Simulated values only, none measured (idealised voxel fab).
Process module in this document: voxel transistor to metal
Cross-section cut spans 200 nm and uses square cells 5 nm in size.
Cross-section layout: square cells on a grid; listed as bands, top to bottom; a band spans one or more cell rows. In this notation a band is specified by the heights of its top and bottom, in that order and in nm, after which its materials appear from left to right, each paired with its width in nm. The word "full width" attached to a single material means that material fills the band from edge to edge; the word "blank" stands for empty space. Convention: height 0 is the level below which the wafer, as received, is all one material. The lowest band does not terminate at the bottom but continues downward, represented as "z 0 and below". Width "30..40": first value at the band's top row of cells, second value at its bottom row, equal change from row to row. Take "no alterations made" at face value: in the step it is given for, the cross-section changed in none of its cells. Under "Enclosed void list" you'll find the enclosed gaps, the ones with no way out to the top, that are 8 cells or bigger; each reads width x height at distance, with distance counted from the left edge, everything in nm. It should be noted that, on the line of a given step, the content following the step's settings is a remark produced by the simulator itself with respect to that step. A step's line can hold "overlay nm"; with a mask on that step, the setting says how far right of the planned place the mask lay, while a negative setting says it lay to the left. Note: before/after cross-section pairs follow, one process step per pair, after-side truncated at the lowest changed band, step and settings given beneath. Different runs of this module on the same starting wafer may supply the pairs; a pair continues the one above only where the "Before the step" entry says so.

# Before the step
    z 15 to 5: SiO2 30, SiN 135, SiO2 35
    z 5 to 0: SiO2 full width
    z 0 to -40: SiO2 35, Si 125, SiO2 40
    z -40 and below: Si full width
    Enclosed void list: none

# Post-Step Appearance
    z 15 to 5: SiO2 30, blank 135, SiO2 35
    Nothing below the height 5 has changed.
    Enclosed void list: none
Can you say which step sits between the two cross-sections above? STRIP,etch materials SiN

Before the step: the state before this step is the cross-section shown after the step in the pair just above.

# Post-Step Appearance
    z 10 to 0: SiO2 25, blank 145, SiO2 30
    Nothing below the height 0 has changed.
    Enclosed void list: none
Can you say which step sits between the two cross-sections above? SELECTIVE_ETCH,etch materials SiO2,depth nm 5

Before the step: the state before this step is the cross-section shown after the step in the pair just above.

# Post-Step Appearance
    z 5 to 0: SiO2 20, blank 155, SiO2 25
    z 0 to -5: SiO2 20, blank 15, Si 125, blank 15, SiO2 25
    Nothing below the height -5 has changed.
    Enclosed void list: none
Can you say which step sits between the two cross-sections above? SELECTIVE_ETCH,etch materials SiO2,depth nm 5

Before the step: the state before this step is the cross-section shown after the step in the pair just above.

# Post-Step Appearance
    z 5 to 0: SiO2 20, blank 155, SiO2 25
    z 0 to -5: SiO2 20, blank 15, SiO2 125, blank 15, SiO2 25
    z -5 to -10: SiO2 40, Si 115, SiO2 45
    Nothing below the height -10 has changed.
    Enclosed void list: none
Can you say which step sits between the two cross-sections above? OXIDIZE,depth nm 5

Before the step: the state before this step is the cross-section shown after the step in the pair just above.

# Post-Step Appearance
    z 35 to 30: polySi 20, blank 155, polySi 25
    z 30 to 25: polySi 20, blank 15, polySi 125, blank 15, polySi 25
    z 25 to 5: polySi full width
    z 5 to 0: SiO2 20, polySi 155, SiO2 25
    z 0 to -5: SiO2 20, polySi 15, SiO2 125, polySi 15, SiO2 25
    Nothing below the height -5 has changed.
    Enclosed void list: none
Can you say which step sits between the two cross-sections above? DIRECTIONAL_DEP,material polySi,thk nm 30

Before the step: the state before this step is the cross-section shown after the step in the pair just above.

# Post-Step Appearance
    z 50 to 45: SiCN 20, blank 155, SiCN 25
    z 45 to 40: SiCN 20, blank 15, SiCN 125, blank 15, SiCN 25
    z 40 to 35: SiCN full width
    z 35 to 30: polySi 20, SiCN 155, polySi 25
    z 30 to 25: polySi 20, SiCN 15, polySi 125, SiCN 15, polySi 25
    Nothing below the height 25 has changed.
    Enclosed void list: none
Can you say which step sits between the two cross-sections above? DIRECTIONAL_DEP,material SiCN,thk nm 15

Before the step: the state before this step is the cross-section shown after the step in the pair just above.

# Post-Step Appearance
    z 65 to 60: aC 20, blank 155, aC 25
    z 60 to 55: aC 20, blank 15, aC 125, blank 15, aC 25
    z 55 to 50: aC full width
    z 50 to 45: SiCN 20, aC 155, SiCN 25
    z 45 to 40: SiCN 20, aC 15, SiCN 125, aC 15, SiCN 25
    Nothing below the height 40 has changed.
    Enclosed void list: none
Can you say which step sits between the two cross-sections above? DIRECTIONAL_DEP,material aC,thk nm 15

Before the step: the state before this step is the cross-section shown after the step in the pair just above.

# Post-Step Appearance
    z 100 to 65: blank 80, resist 35, blank 85
    z 65 to 60: aC 20, blank 60, resist 35, blank 60, aC 25
    Nothing below the height 60 has changed.
    Enclosed void list: none
Can you say which step sits between the two cross-sections above? PATTERN,tone cover,mask id GATE,material resist,width nm 35,thk nm 35,overlay nm 0

Before the step: the state before this step is the cross-section shown after the step in the pair just above.

# Post-Step Appearance
    z 85 to 60: blank 80, resist 35, blank 85
    z 60 to 50: blank 80, aC 35, blank 85
    z 50 to 45: SiCN 20, blank 60, aC 35, blank 60, SiCN 25
    z 45 to 40: SiCN 20, blank 15, SiCN 125, blank 15, SiCN 25
    Nothing below the height 40 has changed.
    Enclosed void list: none
Can you say which step sits between the two cross-sections above? DIRECTIONAL_ETCH,etch materials aC,depth nm 15

Before the step: the state before this step is the cross-section shown after the step in the pair just above.

# Post-Step Appearance
    z 60 to 50: blank 80, aC 35, blank 85
    Nothing below the height 50 has changed.
    Enclosed void list: none
Can you say which step sits between the two cross-sections above? STRIP,etch materials resist

Before the step: the state before this step is the cross-section shown after the step in the pair just above.

# Post-Step Appearance
    z 60 to 45: blank 80, aC 35, blank 85
    z 45 to 35: blank 80, SiCN 35, blank 85
    z 35 to 30: polySi 20, blank 60, SiCN 35, blank 60, polySi 25
    z 30 to 25: polySi 20, blank 15, polySi 125, blank 15, polySi 25
    Nothing below the height 25 has changed.
    Enclosed void list: none
Can you say which step sits between the two cross-sections above? DIRECTIONAL_ETCH,etch materials SiCN,depth nm 25

Before the step: the state before this step is the cross-section shown after the step in the pair just above.

# Post-Step Appearance
    z 60 to 45: blank 80, aC 35, blank 85
    z 45 to 30: blank 80, SiCN 35, blank 85
    z 30 to 5: blank 80, polySi 35, blank 85
    z 5 to 0: SiO2 20, blank 60, polySi 35, blank 60, SiO2 25
    z 0 to -5: SiO2 20, blank 15, SiO2 125, blank 15, SiO2 25
    Nothing below the height -5 has changed.
    Enclosed void list: none
Can you say which step sits between the two cross-sections above? DIRECTIONAL_ETCH,etch materials polySi,depth nm 40

Before the step: the state before this step is the cross-section shown after the step in the pair just above.

# Post-Step Appearance
    z 45 to 30: blank 80, SiCN 35, blank 85
    Nothing below the height 30 has changed.
    Enclosed void list: none
Can you say which step sits between the two cross-sections above? STRIP,etch materials aC

Before the step: the state before this step is the cross-section shown after the step in the pair just above.

# Post-Step Appearance
    z 50 to 45: blank 75, SiO2 45, blank 80
    z 45 to 30: blank 75, SiO2 5, SiCN 35, SiO2 5, blank 80
    z 30 to 10: blank 75, SiO2 5, polySi 35, SiO2 5, blank 80
    z 10 to 0: SiO2 25, blank 50..5, SiO2 5..50, polySi 35, SiO2 5..50, blank 50..5, SiO2 30
    z 0 to -5: SiO2 full width
    Nothing below the height -5 has changed.
    Enclosed void list: none
Can you say which step sits between the two cross-sections above? CONFORMAL_DEP,material SiO2,thk nm 5

Before the step: the state before this step is the cross-section shown after the step in the pair just above.

# Post-Step Appearance
    z 45 to 30: blank 75, SiO2 5, SiCN 35, SiO2 5, blank 80
    z 30 to 5: blank 75, SiO2 5, polySi 35, SiO2 5, blank 80
    z 5 to 0: SiO2 25, blank 50, SiO2 5, polySi 35, SiO2 5, blank 50, SiO2 30
    z 0 to -5: SiO2 25, blank 5, SiO2 135, blank 5, SiO2 30
    Nothing below the height -5 has changed.
    Enclosed void list: none
Can you say which step sits between the two cross-sections above? DIRECTIONAL_ETCH,etch materials SiO2,depth nm 5

Before the step: the state before this step is the cross-section shown after the step in the pair just above.

# Post-Step Appearance
    z 55 to 45: blank 65, SiN 65, blank 70
    z 45 to 30: blank 65, SiN 10, SiO2 5, SiCN 35, SiO2 5, SiN 10, blank 70
    z 30 to 15: blank 65, SiN 10, SiO2 5, polySi 35, SiO2 5, SiN 10, blank 70
    z 15 to 10: SiN 35, blank 30, SiN 10, SiO2 5, polySi 35, SiO2 5, SiN 10, blank 30, SiN 40
    z 10 to 5: SiN 75, SiO2 5, polySi 35, SiO2 5, SiN 80
    z 5 to 0: SiO2 25, SiN 50, SiO2 5, polySi 35, SiO2 5, SiN 50, SiO2 30
    z 0 to -5: SiO2 25, SiN 5, SiO2 135, SiN 5, SiO2 30
    Nothing below the height -5 has changed.
    Enclosed void list: none
Can you say which step sits between the two cross-sections above? CONFORMAL_DEP,material SiN,thk nm 10

Before the step: the state before this step is the cross-section shown after the step in the pair just above.

# Post-Step Appearance
    z 45 to 30: blank 65, SiN 10, SiO2 5, SiCN 35, SiO2 5, SiN 10, blank 70
    z 30 to 5: blank 65, SiN 10, SiO2 5, polySi 35, SiO2 5, SiN 10, blank 70
    z 5 to 0: SiO2 25, SiN 10, blank 30, SiN 10, SiO2 5, polySi 35, SiO2 5, SiN 10, blank 30, SiN 10, SiO2 30
    Nothing below the height 0 has changed.
    Enclosed void list: none
Can you say which step sits between the two cross-sections above? DIRECTIONAL_ETCH,etch materials SiN,depth nm 10

Before the step: the state before this step is the cross-section shown after the step in the pair just above.

# Post-Step Appearance
    z 45 to 40: blank 65, SiN 10, blank 5, SiCN 35, blank 5, SiN 10, blank 70
    z 40 to 30: blank 65, SiN 10, SiO2 5, SiCN 35, SiO2 5, SiN 10, blank 70
    z 30 to 5: blank 65, SiN 10, SiO2 5, polySi 35, SiO2 5, SiN 10, blank 70
    z 5 to 0: blank 25, SiN 10, blank 30, SiN 10, SiO2 5, polySi 35, SiO2 5, SiN 10, blank 30, SiN 10, blank 30
    z 0 to -5: SiO2 25, SiN 5, SiO2 5, blank 30, SiO2 65, blank 30, SiO2 5, SiN 5, SiO2 30
    Nothing below the height -5 has changed.
    Enclosed void list: none
Can you say which step sits between the two cross-sections above? DIRECTIONAL_ETCH,etch materials SiO2,depth nm 5

Before the step: the state before this step is the cross-section shown after the step in the pair just above.

# Post-Step Appearance
    z 45 to 40: blank 65, SiN 10, blank 5, SiCN 35, blank 5, SiN 10, blank 70
    z 40 to 30: blank 65, SiN 10, SiO2 5, SiCN 35, SiO2 5, SiN 10, blank 70
    z 30 to 5: blank 65, SiN 10, SiO2 5, polySi 35, SiO2 5, SiN 10, blank 70
    z 5 to 0: blank 25, SiN 10, blank 30, SiN 10, SiO2 5, polySi 35, SiO2 5, SiN 10, blank 30, SiN 10, blank 30
    z 0 to -5: SiO2 25, SiN 5, SiO2 5, blank 30, SiO2 65, blank 30, SiO2 5, SiN 5, SiO2 30
    z -5 to -10: SiO2 40, blank 25, Si 65, blank 25, SiO2 45
    Nothing below the height -10 has changed.
    Enclosed void list: none
Can you say which step sits between the two cross-sections above? DIRECTIONAL_ETCH,etch materials Si,depth nm 5

Before the step: the state before this step is the cross-section shown after the step in the pair just above.

# Post-Step Appearance
    z 45 to 40: blank 65, SiN 10, blank 5, SiCN 35, blank 5, SiN 10, blank 70
    z 40 to 30: blank 65, SiN 10, SiO2 5, SiCN 35, SiO2 5, SiN 10, blank 70
    z 30 to 5: blank 65, SiN 10, SiO2 5, polySi 35, SiO2 5, SiN 10, blank 70
    z 5 to 0: blank 25, SiN 10, blank 30, SiN 10, SiO2 5, polySi 35, SiO2 5, SiN 10, blank 30, SiN 10, blank 30
    z 0 to -5: SiO2 25, SiN 5, SiO2 5, blank 25, pSi 5, SiO2 65, pSi 5, blank 25, SiO2 5, SiN 5, SiO2 30
    z -5 to -10: SiO2 40, pSi 25, Si 65, pSi 25, SiO2 45
    Nothing below the height -10 has changed.
    Enclosed void list: none
Can you say which step sits between the two cross-sections above? EPI,material pSi,thk nm 5

Before the step: the state before this step is the cross-section shown after the step in the pair just above.

# Post-Step Appearance
    z 50 to 45: SiO2 full width
    z 45 to 30: SiO2 65, SiN 10, SiO2 5, SiCN 35, SiO2 5, SiN 10, SiO2 70
    z 30 to 5: SiO2 65, SiN 10, SiO2 5, polySi 35, SiO2 5, SiN 10, SiO2 70
    z 5 to 0: SiO2 25, SiN 10, SiO2 30, SiN 10, SiO2 5, polySi 35, SiO2 5, SiN 10, SiO2 30, SiN 10, SiO2 30
    z 0 to -5: SiO2 25, SiN 5, SiO2 30, pSi 5, SiO2 65, pSi 5, SiO2 30, SiN 5, SiO2 30
    Nothing below the height -5 has changed.
    Enclosed void list: none
Can you say which step sits between the two cross-sections above? FILL_DEP,material SiO2,thk nm 5

Before the step: the state before this step is the cross-section shown after the step in the pair just above.

# Post-Step Appearance
    z 30 to 5: SiO2 65, SiN 10, SiO2 5, polySi 35, SiO2 5, SiN 10, SiO2 70
    Nothing below the height 5 has changed.
    Enclosed void list: none
Can you say which step sits between the two cross-sections above? CMP,height nm 30

Before the step: the state before this step is the cross-section shown after the step in the pair just above.

# Post-Step Appearance
    z 30 to 5: SiO2 65, SiN 10, SiO2 5, blank 35, SiO2 5, SiN 10, SiO2 70
    z 5 to 0: SiO2 25, SiN 10, SiO2 30, SiN 10, SiO2 5, blank 35, SiO2 5, SiN 10, SiO2 30, SiN 10, SiO2 30
    Nothing below the height 0 has changed.
    Enclosed void list: none
Can you say which step sits between the two cross-sections above? STRIP,etch materials polySi

Before the step: the state before this step is the cross-section shown after the step in the pair just above.

# Post-Step Appearance
    z 30 to 25: blank 65, SiN 10, blank 45, SiN 10, blank 70
    z 25 to 5: SiO2 65, SiN 10, blank 45, SiN 10, SiO2 70
    z 5 to 0: SiO2 25, SiN 10, SiO2 30, SiN 10, blank 45, SiN 10, SiO2 30, SiN 10, SiO2 30
    z 0 to -5: SiO2 25, SiN 5, SiO2 30, pSi 5, SiO2 10, blank 45, SiO2 10, pSi 5, SiO2 30, SiN 5, SiO2 30
    Nothing below the height -5 has changed.
    Enclosed void list: none
Can you say which step sits between the two cross-sections above? SELECTIVE_ETCH,etch materials SiO2,depth nm 5

Before the step: the state before this step is the cross-section shown after the step in the pair just above.

# Post-Step Appearance
    z 35 to 30: blank 60, HfO2 20, blank 35, HfO2 20, blank 65
    z 30 to 25: HfO2 65, SiN 10, HfO2 5, blank 35, HfO2 5, SiN 10, HfO2 70
    z 25 to 5: SiO2 65, SiN 10, HfO2 5, blank 35, HfO2 5, SiN 10, SiO2 70
    z 5 to 0: SiO2 25, SiN 10, SiO2 30, SiN 10, HfO2 5, blank 35, HfO2 5, SiN 10, SiO2 30, SiN 10, SiO2 30
    z 0 to -5: SiO2 25, SiN 5, SiO2 30, pSi 5, SiO2 10, HfO2 45, SiO2 10, pSi 5, SiO2 30, SiN 5, SiO2 30
    Nothing below the height -5 has changed.
    Enclosed void list: none
Can you say which step sits between the two cross-sections above? CONFORMAL_DEP,material HfO2,thk nm 5

Before the step: the state before this step is the cross-section shown after the step in the pair just above.

# Post-Step Appearance
    z 40 to 35: blank 55, TiN 30, blank 25, TiN 30, blank 60
    z 35 to 30: TiN 60, HfO2 20, TiN 5, blank 25, TiN 5, HfO2 20, TiN 65
    z 30 to 25: HfO2 65, SiN 10, HfO2 5, TiN 5, blank 25, TiN 5, HfO2 5, SiN 10, HfO2 70
    z 25 to 5: SiO2 65, SiN 10, HfO2 5, TiN 5, blank 25, TiN 5, HfO2 5, SiN 10, SiO2 70
    z 5 to 0: SiO2 25, SiN 10, SiO2 30, SiN 10, HfO2 5, TiN 35, HfO2 5, SiN 10, SiO2 30, SiN 10, SiO2 30
    Nothing below the height 0 has changed.
    Enclosed void list: none
Can you say which step sits between the two cross-sections above? CONFORMAL_DEP,material TiN,thk nm 5

Before the step: the state before this step is the cross-section shown after the step in the pair just above.

# Post-Step Appearance
    z 45 to 40: W full width
    z 40 to 35: W 55, TiN 30, W 25, TiN 30, W 60
    z 35 to 30: TiN 60, HfO2 20, TiN 5, W 25, TiN 5, HfO2 20, TiN 65
    z 30 to 25: HfO2 65, SiN 10, HfO2 5, TiN 5, W 25, TiN 5, HfO2 5, SiN 10, HfO2 70
    z 25 to 5: SiO2 65, SiN 10, HfO2 5, TiN 5, W 25, TiN 5, HfO2 5, SiN 10, SiO2 70
    Nothing below the height 5 has changed.
    Enclosed void list: none
Can you say which step sits between the two cross-sections above? FILL_DEP,material W,thk nm 5

Before the step: the state before this step is the cross-section shown after the step in the pair just above.

# Post-Step Appearance
    z 25 to 5: SiO2 65, SiN 10, HfO2 5, TiN 5, W 25, TiN 5, HfO2 5, SiN 10, SiO2 70
    Nothing below the height 5 has changed.
    Enclosed void list: none
Can you say which step sits between the two cross-sections above? CMP,height nm 25

Before the step: the state before this step is the cross-section shown after the step in the pair just above.

# Post-Step Appearance
    z 35 to 25: SiO2 full width
    Nothing below the height 25 has changed.
    Enclosed void list: none
Can you say which step sits between the two cross-sections above? DIRECTIONAL_DEP,material SiO2,thk nm 10

Before the step: the state before this step is the cross-section shown after the step in the pair just above.

# Post-Step Appearance
    z 50 to 35: resist 40, blank 20, resist 75, blank 20, resist 45
    Nothing below the height 35 has changed.
    Enclosed void list: none
Can you say which step sits between the two cross-sections above? PATTERN,tone open,mask id CONTACT,material resist,width nm 20,pitch nm 95,thk nm 15,overlay nm 0

Before the step: the state before this step is the cross-section shown after the step in the pair just above.

# Post-Step Appearance
    z 50 to 35: resist 40, blank 20, resist 75, blank 20, resist 45
    z 35 to 25: SiO2 40, blank 20, SiO2 75, blank 20, SiO2 45
    z 25 to 5: SiO2 40, blank 20, SiO2 5, SiN 10, HfO2 5, TiN 5, W 25, TiN 5, HfO2 5, SiN 10, SiO2 5, blank 20, SiO2 45
    z 5 to 0: SiO2 25, SiN 10, SiO2 5, blank 20, SiO2 5, SiN 10, HfO2 5, TiN 35, HfO2 5, SiN 10, SiO2 5, blank 20, SiO2 5, SiN 10, SiO2 30
    z 0 to -5: SiO2 25, SiN 5, SiO2 10, blank 20, pSi 5, SiO2 10, HfO2 45, SiO2 10, pSi 5, blank 20, SiO2 10, SiN 5, SiO2 30
    Nothing below the height -5 has changed.
    Enclosed void list: none
Can you say which step sits between the two cross-sections above? DIRECTIONAL_ETCH,etch materials SiO2,depth nm 40

Before the step: the state before this step is the cross-section shown after the step in the pair just above.

# Post-Step Appearance
    z 35 to 25: SiO2 40, blank 20, SiO2 75, blank 20, SiO2 45
    Nothing below the height 25 has changed.
    Enclosed void list: none
Can you say which step sits between the two cross-sections above? STRIP,etch materials resist

Before the step: the state before this step is the cross-section shown after the step in the pair just above.

# Post-Step Appearance
    z 40 to 35: TiN 45, blank 10, TiN 85, blank 10, TiN 50
    z 35 to 25: SiO2 40, TiN 5, blank 10, TiN 5, SiO2 75, TiN 5, blank 10, TiN 5, SiO2 45
    z 25 to 5: SiO2 40, TiN 5, blank 10, TiN 5, SiO2 5, SiN 10, HfO2 5, TiN 5, W 25, TiN 5, HfO2 5, SiN 10, SiO2 5, TiN 5, blank 10, TiN 5, SiO2 45
    z 5 to 0: SiO2 25, SiN 10, SiO2 5, TiN 5, blank 10, TiN 5, SiO2 5, SiN 10, HfO2 5, TiN 35, HfO2 5, SiN 10, SiO2 5, TiN 5, blank 10, TiN 5, SiO2 5, SiN 10, SiO2 30
    z 0 to -5: SiO2 25, SiN 5, SiO2 10, TiN 20, pSi 5, SiO2 10, HfO2 45, SiO2 10, pSi 5, TiN 20, SiO2 10, SiN 5, SiO2 30
    Nothing below the height -5 has changed.
    Enclosed void list: none
Can you say which step sits between the two cross-sections above? CONFORMAL_DEP,material TiN,thk nm 5

Before the step: the state before this step is the cross-section shown after the step in the pair just above.

# Post-Step Appearance
    z 50 to 40: W full width
    z 40 to 35: TiN 45, W 10, TiN 85, W 10, TiN 50
    z 35 to 25: SiO2 40, TiN 5, W 10, TiN 5, SiO2 75, TiN 5, W 10, TiN 5, SiO2 45
    z 25 to 5: SiO2 40, TiN 5, W 10, TiN 5, SiO2 5, SiN 10, HfO2 5, TiN 5, W 25, TiN 5, HfO2 5, SiN 10, SiO2 5, TiN 5, W 10, TiN 5, SiO2 45
    z 5 to 0: SiO2 25, SiN 10, SiO2 5, TiN 5, W 10, TiN 5, SiO2 5, SiN 10, HfO2 5, TiN 35, HfO2 5, SiN 10, SiO2 5, TiN 5, W 10, TiN 5, SiO2 5, SiN 10, SiO2 30
    Nothing below the height 0 has changed.
    Enclosed void list: none
Can you say which step sits between the two cross-sections above? FILL_DEP,material W,thk nm 10

Before the step: the state before this step is the cross-section shown after the step in the pair just above.

# Post-Step Appearance
    z 35 to 25: SiO2 40, TiN 5, W 10, TiN 5, SiO2 75, TiN 5, W 10, TiN 5, SiO2 45
    Nothing below the height 25 has changed.
    Enclosed void list: none
Can you say which step sits between the two cross-sections above? CMP,height nm 35

Before the step: the state before this step is the cross-section shown after the step in the pair just above.

# Post-Step Appearance
    z 40 to 35: TiN full width
    Nothing below the height 35 has changed.
    Enclosed void list: none
Can you say which step sits between the two cross-sections above? DIRECTIONAL_DEP,material TiN,thk nm 5

Before the step: the state before this step is the cross-section shown after the step in the pair just above.

# Post-Step Appearance
    z 55 to 40: Ru full width
    Nothing below the height 40 has changed.
    Enclosed void list: none
Can you say which step sits between the two cross-sections above? DIRECTIONAL_DEP,material Ru,thk nm 15

Before the step: the state before this step is the cross-section shown after the step in the pair just above.

# Post-Step Appearance
    z 55 to 40: blank 40, Ru 20, blank 75, Ru 20, blank 45
    Nothing below the height 40 has changed.
    Enclosed void list: none
Can you say which step sits between the two cross-sections above? MASKED_ETCH,tone cover,mask id METAL_1,width nm 20,pitch nm 95,etch materials Ru,depth nm 15,overlay nm 0

Before the step: the state before this step is the cross-section shown after the step in the pair just above.

# Post-Step Appearance
    z 55 to 40: blank 40, Ru 20, blank 75, Ru 20, blank 45
    z 40 to 35: blank 40, TiN 20, blank 75, TiN 20, blank 45
    Nothing below the height 35 has changed.
    Enclosed void list: none
Can you say which step sits between the two cross-sections above? MASKED_ETCH,tone cover,mask id METAL_1,width nm 20,pitch nm 95,etch materials TiN,depth nm 5,overlay nm 0

Before the step: the state before this step is the cross-section shown after the step in the pair just above.

# Post-Step Appearance
    z 60 to 55: blank 35, SiN 30, blank 65, SiN 30, blank 40
    z 55 to 40: blank 35, SiN 5, Ru 20, SiN 5, blank 65, SiN 5, Ru 20, SiN 5, blank 40
    z 40 to 35: SiN 40, TiN 20, SiN 75, TiN 20, SiN 45
    Nothing below the height 35 has changed.
    Enclosed void list: none
Can you say which step sits between the two cross-sections above? CONFORMAL_DEP,material SiN,thk nm 5

Before the step: the state before this step is the cross-section shown after the step in the pair just above.

# Post-Step Appearance
    z 65 to 60: lowk full width
    z 60 to 55: lowk 35, SiN 30, lowk 65, SiN 30, lowk 40
    z 55 to 40: lowk 35, SiN 5, Ru 20, SiN 5, lowk 65, SiN 5, Ru 20, SiN 5, lowk 40
    Nothing below the height 40 has changed.
    Enclosed void list: none
Can you say which step sits between the two cross-sections above? FILL_DEP,material lowk,thk nm 5

Before the step: the state before this step is the cross-section shown after the step in the pair just above.

# Post-Step Appearance
    z 55 to 40: lowk 35, SiN 5, Ru 20, SiN 5, lowk 65, SiN 5, Ru 20, SiN 5, lowk 40
    Nothing below the height 40 has changed.
    Enclosed void list: none
Can you say which step sits between the two cross-sections above? CMP,height nm 55

Before the step: the state before this step is the cross-section shown after the step in the pair just above.

# Post-Step Appearance
    z 60 to 55: SiCN full width
    Nothing below the height 55 has changed.
    Enclosed void list: none
Can you say which step sits between the two cross-sections above? CONFORMAL_DEP,material SiCN,thk nm 5

# Before the step
    z 45 to 40: W full width
    z 40 to 35: W 55, TiN 30, W 25, TiN 30, W 60
    z 35 to 30: TiN 60, HfO2 20, TiN 5, W 25, TiN 5, HfO2 20, TiN 65
    z 30 to 25: HfO2 65, SiN 10, HfO2 5, TiN 5, W 25, TiN 5, HfO2 5, SiN 10, HfO2 70
    z 25 to 5: SiO2 65, SiN 10, HfO2 5, TiN 5, W 25, TiN 5, HfO2 5, SiN 10, SiO2 70
    z 5 to 0: SiO2 30, SiN 10, SiO2 25, SiN 10, HfO2 5, TiN 35, HfO2 5, SiN 10, SiO2 25, SiN 10, SiO2 35
    z 0 to -5: SiO2 40, pSi 5, SiO2 15, pSi 5, SiO2 10, HfO2 45, SiO2 10, pSi 5, SiO2 15, pSi 5, SiO2 45
    z -5 to -10: SiO2 35, Si 5, pSi 25, Si 65, pSi 25, Si 5, SiO2 40
    z -10 to -40: SiO2 35, Si 125, SiO2 40
    z -40 and below: Si full width
    Enclosed void list: none

# Post-Step Appearance
    z 20 to 5: SiO2 65, SiN 10, HfO2 5, TiN 5, W 25, TiN 5, HfO2 5, SiN 10, SiO2 70
    Nothing below the height 5 has changed.
    Enclosed void list: none
Can you say which step sits between the two cross-sections above? CMP,height nm 20

Before the step: the state before this step is the cross-section shown after the step in the pair just above.

# Post-Step Appearance
    z 30 to 20: SiO2 full width
    Nothing below the height 20 has changed.
    Enclosed void list: none
Can you say which step sits between the two cross-sections above? DIRECTIONAL_DEP,material SiO2,thk nm 10

Before the step: the state before this step is the cross-section shown after the step in the pair just above.

# Post-Step Appearance
    z 45 to 30: resist 40, blank 20, resist 75, blank 20, resist 45
    Nothing below the height 30 has changed.
    Enclosed void list: none
Can you say which step sits between the two cross-sections above? PATTERN,tone open,mask id CONTACT,material resist,width nm 20,pitch nm 95,thk nm 15,overlay nm 0

Before the step: the state before this step is the cross-section shown after the step in the pair just above.

# Post-Step Appearance
    z 45 to 30: resist 40, blank 20, resist 75, blank 20, resist 45
    z 30 to 20: SiO2 40, blank 20, SiO2 75, blank 20, SiO2 45
    z 20 to 5: SiO2 40, blank 20, SiO2 5, SiN 10, HfO2 5, TiN 5, W 25, TiN 5, HfO2 5, SiN 10, SiO2 5, blank 20, SiO2 45
    z 5 to 0: SiO2 30, SiN 10, blank 20, SiO2 5, SiN 10, HfO2 5, TiN 35, HfO2 5, SiN 10, SiO2 5, blank 20, SiN 10, SiO2 35
    z 0 to -5: SiO2 40, pSi 5, blank 15, pSi 5, SiO2 10, HfO2 45, SiO2 10, pSi 5, blank 15, pSi 5, SiO2 45
    Nothing below the height -5 has changed.
    Enclosed void list: none
Can you say which step sits between the two cross-sections above? DIRECTIONAL_ETCH,etch materials SiO2,depth nm 40

Before the step: the state before this step is the cross-section shown after the step in the pair just above.

# Post-Step Appearance
    z 30 to 20: SiO2 40, blank 20, SiO2 75, blank 20, SiO2 45
    Nothing below the height 20 has changed.
    Enclosed void list: none
Can you say which step sits between the two cross-sections above? STRIP,etch materials resist

Before the step: the state before this step is the cross-section shown after the step in the pair just above.

# Post-Step Appearance
    z 35 to 30: TiN 45, blank 10, TiN 85, blank 10, TiN 50
    z 30 to 20: SiO2 40, TiN 5, blank 10, TiN 5, SiO2 75, TiN 5, blank 10, TiN 5, SiO2 45
    z 20 to 5: SiO2 40, TiN 5, blank 10, TiN 5, SiO2 5, SiN 10, HfO2 5, TiN 5, W 25, TiN 5, HfO2 5, SiN 10, SiO2 5, TiN 5, blank 10, TiN 5, SiO2 45
    z 5 to 0: SiO2 30, SiN 10, TiN 10, blank 5, TiN 5, SiO2 5, SiN 10, HfO2 5, TiN 35, HfO2 5, SiN 10, SiO2 5, TiN 5, blank 5, TiN 10, SiN 10, SiO2 35
    z 0 to -5: SiO2 40, pSi 5, TiN 15, pSi 5, SiO2 10, HfO2 45, SiO2 10, pSi 5, TiN 15, pSi 5, SiO2 45
    Nothing below the height -5 has changed.
    Enclosed void list: none
Can you say which step sits between the two cross-sections above? CONFORMAL_DEP,material TiN,thk nm 5

Before the step: the state before this step is the cross-section shown after the step in the pair just above.

# Post-Step Appearance
    z 45 to 35: W full width
    z 35 to 30: TiN 45, W 10, TiN 85, W 10, TiN 50
    z 30 to 20: SiO2 40, TiN 5, W 10, TiN 5, SiO2 75, TiN 5, W 10, TiN 5, SiO2 45
    z 20 to 5: SiO2 40, TiN 5, W 10, TiN 5, SiO2 5, SiN 10, HfO2 5, TiN 5, W 25, TiN 5, HfO2 5, SiN 10, SiO2 5, TiN 5, W 10, TiN 5, SiO2 45
    z 5 to 0: SiO2 30, SiN 10, TiN 10, W 5, TiN 5, SiO2 5, SiN 10, HfO2 5, TiN 35, HfO2 5, SiN 10, SiO2 5, TiN 5, W 5, TiN 10, SiN 10, SiO2 35
    Nothing below the height 0 has changed.
    Enclosed void list: none
Can you say which step sits between the two cross-sections above? FILL_DEP,material W,thk nm 10

Before the step: the state before this step is the cross-section shown after the step in the pair just above.

# Post-Step Appearance
    z 35 to 30: TiN 45, W 10, TiN 85, W 10, TiN 50
    Nothing below the height 30 has changed.
    Enclosed void list: none
Can you say which step sits between the two cross-sections above? CMP,height nm 35

Before the step: the state before this step is the cross-section shown after the step in the pair just above.

# Post-Step Appearance
    z 40 to 35: TiN full width
    Nothing below the height 35 has changed.
    Enclosed void list: none
Can you say which step sits between the two cross-sections above? DIRECTIONAL_DEP,material TiN,thk nm 5

Before the step: the state before this step is the cross-section shown after the step in the pair just above.

# Post-Step Appearance
    z 55 to 40: Ru full width
    Nothing below the height 40 has changed.
    Enclosed void list: none
Can you say which step sits between the two cross-sections above? DIRECTIONAL_DEP,material Ru,thk nm 15

Before the step: the state before this step is the cross-section shown after the step in the pair just above.

# Post-Step Appearance
    z 55 to 40: blank 40, Ru 20, blank 75, Ru 20, blank 45
    Nothing below the height 40 has changed.
    Enclosed void list: none
Can you say which step sits between the two cross-sections above? MASKED_ETCH,tone cover,mask id METAL_1,width nm 20,pitch nm 95,etch materials Ru,depth nm 15,overlay nm 0

Before the step: the state before this step is the cross-section shown after the step in the pair just above.

# Post-Step Appearance
    z 55 to 40: blank 40, Ru 20, blank 75, Ru 20, blank 45
    z 40 to 35: blank 40, TiN 20, blank 75, TiN 20, blank 45
    Nothing below the height 35 has changed.
    Enclosed void list: none
Can you say which step sits between the two cross-sections above? MASKED_ETCH,tone cover,mask id METAL_1,width nm 20,pitch nm 95,etch materials TiN,depth nm 5,overlay nm 0

Before the step: the state before this step is the cross-section shown after the step in the pair just above.

# Post-Step Appearance
    z 60 to 55: blank 35, SiN 30, blank 65, SiN 30, blank 40
    z 55 to 40: blank 35, SiN 5, Ru 20, SiN 5, blank 65, SiN 5, Ru 20, SiN 5, blank 40
    z 40 to 35: SiN 40, TiN 20, SiN 75, TiN 20, SiN 45
    Nothing below the height 35 has changed.
    Enclosed void list: none
Can you say which step sits between the two cross-sections above? CONFORMAL_DEP,material SiN,thk nm 5
